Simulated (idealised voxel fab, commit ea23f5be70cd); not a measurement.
Process module name: voxel spacer lines
The cross-section on display is named cut; it measures 235 nm wide, and its cells are 5 nm squares.
Cross-section layout: square cells on a grid; listed as bands, top to bottom; a band spans one or more cell rows. First you get the band's top height and its bottom height, in nm, and then the materials it's made of, left to right, with each width in nm. If you see a single material with "throughout", that one covers the band edge to edge. "blank" is empty space. The level at which height equals 0 is the one under which the wafer, as it arrives, is entirely one material. No lower edge exists for the bottom band, which continues downward and is notated as in "z 0 and below". With a width like "30 to 40", each row of cells in the band differs from the next by the same amount, the top row carrying the first number and the bottom row the second. "same as before" after a step means that no cell of the cross-section changed. Empty spaces counting at least 8 cells and having no open way to the top are listed in "Entrapped void list". The notation width x height at distance is used for each, the distance being from the left edge and all three values in nm. The remark found on a step's line after its settings is issued by the simulator itself and pertains to that step. overlay nm: right-of-plan distance of the mask on a masked step; negative values mean left-of-plan.
The following list gives the planned process steps:
1,RECEIVE with material Si
2,CONFORMAL_DEP with material Al2O3, thk nm 10
3,DIRECTIONAL_DEP with material SiN, thk nm 15
4,DIRECTIONAL_DEP with material polySi, thk nm 20
5,PATTERN with tone cover, mask id MANDREL, material resist, width nm 20, pitch nm 70, thk nm 25, overlay nm -15
6,DIRECTIONAL_ETCH with etch materials polySi, depth nm 20
7,STRIP with etch materials resist
8,CONFORMAL_DEP with material SiO2, thk nm 15
9,DIRECTIONAL_ETCH with etch materials SiO2, depth nm 15
10,STRIP with etch materials polySi
11,DIRECTIONAL_ETCH with etch materials SiN, depth nm 15
12,STRIP with etch materials SiO2
13,FILL_DEP with material lowk, thk nm 5
14,CMP with height nm 25
Wafer-to-wafer difference: overlay nm, step 5. Common start. Plan = first wafer's value.
Received condition of the first of several wafers, sectioned: post-step 1:
- z 0 and below  Si throughout
- Entrapped void list: none
First of several wafers in cross-section at module end, following the final step, step 14:
- z 25 to 10  lowk 40 nm, SiN 15 nm, lowk 20 nm, SiN 15 nm, lowk 20 nm, SiN 15 nm, lowk 20 nm, SiN 15 nm, lowk 75 nm
- z 10 to 0  Al2O3 throughout
- z 0 and below  Si throughout
- Entrapped void list: none
Showing the last wafer in cross-section at the end of the module:
- z 25 to 10  lowk 70 nm, SiN 15 nm, lowk 20 nm, SiN 15 nm, lowk 20 nm, SiN 15 nm, lowk 20 nm, SiN 15 nm, lowk 45 nm
- z 10 to 0  Al2O3 throughout
- z 0 and below  Si throughout
- Entrapped void list: none
Quick key for the table: a row per wafer, taken at the end of the module. For each material it tells you how many cells the wafer gained (+) or lost (-) since it came in, and the closed voids come after:
overlay nm -15; +94 Al2O3; +36 SiN; +105 lowk; Entrapped void list: none
overlay nm -10; +94 Al2O3; +36 SiN; +105 lowk; Entrapped void list: none
overlay nm -5; +94 Al2O3; +36 SiN; +105 lowk; Entrapped void list: none
overlay nm 0; +94 Al2O3; +36 SiN; +105 lowk; Entrapped void list: none
overlay nm 5; +94 Al2O3; +36 SiN; +105 lowk; Entrapped void list: none
overlay nm 10; +94 Al2O3; +36 SiN; +105 lowk; Entrapped void list: none
overlay nm 15; +94 Al2O3; +36 SiN; +105 lowk; Entrapped void list: none
